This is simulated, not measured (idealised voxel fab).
This is a process module. Its name is voxel transistor to metal.
Each square cell in cross-section cut measures 5 nm, and the section as a whole is 195 nm wide.
Cross-sections here: square-cell grids, written as top-down lists of bands, a band being one or more rows of cells. Heads up on the band format: heights come first, top then bottom, in nm. After that it's the materials left to right, each with its width in nm. A single material flagged "all across" fills the whole band edge to edge, and "blank" means there's empty space there. Heights are expressed relative to 0, this being the level below which the as-received wafer comprises one material exclusively. The lowest band is unbounded in the downward direction and is denoted as in "from 0 down". A width given as "30 to 40" starts at the first number in the band's top row and ends at the second number in its bottom row, shifting by an equal amount at every step from row to row. Take "nothing got changed" at face value: in the step it is given for, the cross-section changed in none of its cells. The entry "Enclosed cavity list" lists the empty spaces that cover at least 8 cells and have no open path to the top. Each is written as width x height at distance, where the distance is measured from the left edge and all three values are in nm. On a step's line, text after the settings is the simulator commenting on that step. For masked steps, "overlay nm" on the step line gives how far right of plan the mask actually lay; a minus sign means it lay to the left. Pairs ahead. Before: cross-section ahead of one process step. After: cross-section once the step is done, shown to the lowest changed band only. Under each pair: that step, with settings. Caution: pairs may come from different runs of this module on the same starting wafer; a pair follows the pair above only where its "Before the process" entry says so.
## Before the process
  from 65 to 60  blank (35), SiN (30), blank (60), SiN (30), blank (40)
  from 60 to 35  blank (35), SiN (5), Ru (20), SiN (5), blank (60), SiN (5), Ru (20), SiN (5), blank (40)
  from 35 to 30  SiN (40), TiN (20), SiN (70), TiN (20), SiN (45)
  from 30 to 25  SiO2 (40), TiN (5), W (10), TiN (5), SiO2 (70), TiN (5), W (10), TiN (5), SiO2 (45)
  from 25 to 20  SiO2 (40), TiN (20), SiO2 (70), TiN (20), SiO2 (45)
  from 20 to 0  W (70), TiN (5), HfO2 (5), SiN (10), SiO2 (10), SiN (10), HfO2 (5), TiN (5), W (75)
  from 0 to -5  TiN (75), HfO2 (5), SiN (10), pSi (10), SiN (10), HfO2 (5), TiN (80)
  from -5 to -10  HfO2 (85), SiO2 (5), pSi (10), SiO2 (5), HfO2 (90)
  from -10 to -20  SiO2 (30), Si (60), pSi (10), Si (60), SiO2 (35)
  from -20 to -35  SiO2 (30), Si (130), SiO2 (35)
  from -35 down  Si all across
  Enclosed cavity list: none
## Section, Post-Step
  from 70 to 65  SiO2 all across
  from 65 to 60  SiO2 (35), SiN (30), SiO2 (60), SiN (30), SiO2 (40)
  from 60 to 35  SiO2 (35), SiN (5), Ru (20), SiN (5), SiO2 (60), SiN (5), Ru (20), SiN (5), SiO2 (40)
  Nothing below the height 35 has changed.
  Enclosed cavity list: none
Here is the step that sits between the two cross-sections above: FILL_DEP | material SiO2 | thk nm 5
Before the process: the cross-section after the pair above
## Section, Post-Step
  from 60 to 35  SiO2 (35), SiN (5), Ru (20), SiN (5), SiO2 (60), SiN (5), Ru (20), SiN (5), SiO2 (40)
  Nothing below the height 35 has changed.
  Enclosed cavity list: none
Here is the step that sits between the two cross-sections above: CMP | height nm 60
Before the process: the cross-section after the pair above
## Section, Post-Step
  from 65 to 60  SiCN all across
  Nothing below the height 60 has changed.
  Enclosed cavity list: none
Here is the step that sits between the two cross-sections above: CONFORMAL_DEP | material SiCN | thk nm 5
